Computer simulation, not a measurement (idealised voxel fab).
process module | voxel air gaps
cross-section cut | 245 nm wide | cells 5 nm
A cross-section is a grid of square cells, given in bands from the top down. A band is one or more rows of cells.
Each band's line starts with the height of the band's top and of its bottom, in nm. Then come its materials from left to right, each with its width in nm. One material with "throughout" fills the band from edge to edge. "air" is empty space.
Height 0 is the level under which the wafer as received is all one material. The lowest band goes on downwards, as in "0 down".
A width such as "30 to 40" changes by the same amount from each row of cells to the next, from the band's top row to its bottom row.
"no change" after a step means that no cell of the cross-section changed.
closed voids: empty space of 8 cells or more with no open way to the top, each as width x height at its distance from the left edge, in nm
after a step's settings: what the simulator itself notes on the step
overlay nm, on a step with a mask: how far to the right of its planned place the mask lay; to the left if negative
plan
1 op RECEIVE | material Si
2 op CONFORMAL_DEP | material SiO2 | thk nm 10
3 op CONFORMAL_DEP | material SiCN | thk nm 5
4 op DIRECTIONAL_DEP | material SiO2 | thk nm 40
5 op DIRECTIONAL_DEP | material aC | thk nm 15
6 op PATTERN | tone open | mask id LINES | material resist | width nm 25 | pitch nm 55 | thk nm 30 | overlay nm 0
7 op DIRECTIONAL_ETCH | etch materials aC | depth nm 15
8 op STRIP | etch materials resist
9 op DIRECTIONAL_ETCH | etch materials SiO2 | depth nm 40
10 op STRIP | etch materials aC
11 op CONFORMAL_DEP | material TiN | thk nm 5
12 op FILL_DEP | material W | thk nm 10
13 op CMP | height nm 55
14 op EPI | material Ru | thk nm 10
15 op SELECTIVE_ETCH | etch materials SiO2 | depth nm 50
16 op CONFORMAL_DEP | material SiCN | thk nm 5
as received, after step 1
  0 down: Si throughout
  closed voids: none
first wafer at the end, as planned
  70 to 65: air 10 | SiCN 220 | air 15
  65 to 55: air 10 | SiCN 5 | Ru 45 | SiCN 10 | Ru 45 | SiCN 10 | Ru 45 | SiCN 10 | Ru 45 | SiCN 5 | air 15
  55 to 50: air 10 | SiCN 15 | TiN 5 | W 15 | TiN 5 | SiCN 30 | TiN 5 | W 15 | TiN 5 | SiCN 30 | TiN 5 | W 15 | TiN 5 | SiCN 30 | TiN 5 | W 15 | TiN 5 | SiCN 15 | air 15
  50 to 20: air 20 | SiCN 5 | TiN 5 | W 15 | TiN 5 | SiCN 5 | air 20 | SiCN 5 | TiN 5 | W 15 | TiN 5 | SiCN 5 | air 20 | SiCN 5 | TiN 5 | W 15 | TiN 5 | SiCN 5 | air 20 | SiCN 5 | TiN 5 | W 15 | TiN 5 | SiCN 5 | air 25
  20 to 15: SiCN 25 | TiN 25 | SiCN 30 | TiN 25 | SiCN 30 | TiN 25 | SiCN 30 | TiN 25 | SiCN 30
  15 to 10: SiCN throughout
  10 to 0: SiO2 throughout
  0 down: Si throughout
  closed voids: 20 x 30 at 55; 20 x 30 at 110; 20 x 30 at 165
second wafer at the end: like start, like plan, one mistake
  70 to 65: SiCN throughout
  65 to 55: Ru throughout
  55 to 50: TiN 30 | W 15 | TiN 40 | W 15 | TiN 40 | W 15 | TiN 40 | W 15 | TiN 35
  50 to 15: SiO2 25 | TiN 5 | W 15 | TiN 5 | SiO2 30 | TiN 5 | W 15 | TiN 5 | SiO2 30 | TiN 5 | W 15 | TiN 5 | SiO2 30 | TiN 5 | W 15 | TiN 5 | SiO2 30
  15 to 10: SiO2 25 | TiN 25 | SiO2 30 | TiN 25 | SiO2 30 | TiN 25 | SiO2 30 | TiN 25 | SiO2 30
  10 to 0: SiO2 throughout
  0 down: Si throughout
  closed voids: none
what went wrong: step 3 was left out
at the end the second wafer has, in cells: 26 more of Ru | 161 fewer of SiCN | 232 more of SiO2 | 37 more of TiN | 12 more of W
closed voids at the end (first wafer, second wafer): 3, 0
